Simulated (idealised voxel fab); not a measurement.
Documented hereafter: the process module known as voxel gate over fins.
Cross-sectional view cut (width: 255 nm; square cell size: 5 nm).
A cross-section is a grid of square cells, given in bands from the top down. A band is one or more rows of cells. For a band, the entry starts with two heights in nm, that of the top and then that of the bottom, and carries on with the band's materials in order from left to right, each alongside its width in nm; the word "throughout" beside a single material means it fills the band edge to edge, and "blank" means empty space. Heads up on the height convention: 0 is the point under which the incoming wafer is all one material, and the lowest band has no bottom, it just keeps going down, like "0 and below". So if you see something like "30->40" for the width, read it as the top row of the band sitting at the first number and the bottom row at the second, with every row in between moving by the same amount as the last. When a step is marked "no alterations made", none of the cells in the cross-section changed during that step. Voids not open to the top, 8 cells minimum: see "Voids, fully enclosed". Written width x height at distance; distance is from the left edge; nm. What comes after the settings on a step's line is commentary from the simulator itself on that step. The setting "overlay nm" may be written on the line of a step. When the step uses a mask, the value reports how far to the right of the planned place the mask lay, and a negative value reports that it lay to the left.

# Set out below are the planned steps of the process
- 1: RECEIVE, material Si
- 2: CONFORMAL_DEP, material SiN, thk nm 5
- 3: MASKED_ETCH, tone cover, mask id FINS, width nm 15, pitch nm 55, etch materials SiN, depth nm 5, overlay nm 0
- 4: MASKED_ETCH, tone cover, mask id FINS, width nm 15, pitch nm 55, etch materials Si, depth nm 40, overlay nm 0
- 5: FILL_DEP, material SiO2, thk nm 5
- 6: CMP, height nm 5
- 7: PATTERN, tone open, mask id RAIL, material resist, width nm 15, thk nm 20, overlay nm 0
- 8: DIRECTIONAL_ETCH, etch materials SiO2, depth nm 40
- 9: STRIP, etch materials resist
- 10: CONFORMAL_DEP, material TiN, thk nm 5
- 11: FILL_DEP, material Ru, thk nm 5
- 12: CMP, height nm 5
- 13: SELECTIVE_ETCH, etch materials W Ru TiN, depth nm 25
- 14: FILL_DEP, material SiO2, thk nm 5
- 15: CMP, height nm 5
- 16: SELECTIVE_ETCH, etch materials SiO2, depth nm 15
- 17: STRIP, etch materials SiN
- 18: CONFORMAL_DEP, material HfO2, thk nm 5
- 19: CONFORMAL_DEP, material TiN, thk nm 5
- 20: CONFORMAL_DEP, material TiAl, thk nm 5
- 21: CONFORMAL_DEP, material TiN, thk nm 5
- 22: FILL_DEP, material W, thk nm 15
- 23: CMP, height nm 30
- 24: CONFORMAL_DEP, material SiN, thk nm 10

# This is the cross-section of the wafer as we received it, i.e. after step 1
	0 and below | Si throughout
	Voids, fully enclosed: none

# The module was run from the start shown above using the plan shown above, but one mistake was made doing it; the resulting wafer cross-section is below
	40 down to 30 | SiN throughout
	30 down to 20 | W throughout
	20 down to 15 | 15 W, then 220 TiN, then 20 W
	15 down to 10 | 15 W, then 5 TiN, then 45 TiAl, then 10 TiN, then 45 TiAl, then 10 TiN, then 45 TiAl, then 10 TiN, then 45 TiAl, then 5 TiN, then 20 W
	10 down to 5 | 20 TiN, then 5 TiAl, then 35 TiN, then 5 TiAl, then 10 TiN, then 5 TiAl, then 35 TiN, then 5 TiAl, then 10 TiN, then 5 TiAl, then 35 TiN, then 5 TiAl, then 10 TiN, then 5 TiAl, then 35 TiN, then 5 TiAl, then 25 TiN
	5 down to 0 | 25 TiAl, then 5 TiN, then 25 HfO2, then 5 TiN, then 20 TiAl, then 5 TiN, then 25 HfO2, then 5 TiN, then 20 TiAl, then 5 TiN, then 25 HfO2, then 5 TiN, then 20 TiAl, then 5 TiN, then 25 HfO2, then 5 TiN, then 30 TiAl
	0 down to -5 | 30 TiN, then 5 HfO2, then 15 Si, then 5 HfO2, then 30 TiN, then 5 HfO2, then 15 Si, then 5 HfO2, then 30 TiN, then 5 HfO2, then 15 Si, then 5 HfO2, then 30 TiN, then 5 HfO2, then 15 Si, then 5 HfO2, then 35 TiN
	-5 down to -10 | 35 HfO2, then 15 Si, then 40 HfO2, then 15 Si, then 40 HfO2, then 15 Si, then 40 HfO2, then 15 Si, then 40 HfO2
	-10 down to -20 | 35 SiO2, then 15 Si, then 40 SiO2, then 15 Si, then 40 SiO2, then 15 Si, then 40 SiO2, then 15 Si, then 40 SiO2
	-20 down to -30 | 35 SiO2, then 15 Si, then 10 SiO2, then 5 TiN, then 10 Ru, then 5 TiN, then 10 SiO2, then 15 Si, then 40 SiO2, then 15 Si, then 40 SiO2, then 15 Si, then 40 SiO2
	-30 down to -35 | 35 SiO2, then 15 Si, then 10 SiO2, then 20 TiN, then 10 SiO2, then 15 Si, then 40 SiO2, then 15 Si, then 40 SiO2, then 15 Si, then 40 SiO2
	-35 down to -40 | 35 SiO2, then 15 Si, then 40 SiO2, then 15 Si, then 40 SiO2, then 15 Si, then 40 SiO2, then 15 Si, then 40 SiO2
	-40 and below | Si throughout
	Voids, fully enclosed: none
It is concluded that the wafer was processed incorrectly with respect to the plan, in that so step 7 ended up running with a different setting than we planned, it ran as PATTERN, tone open, mask id RAIL, material resist, width nm 20, thk nm 20, overlay nm 0
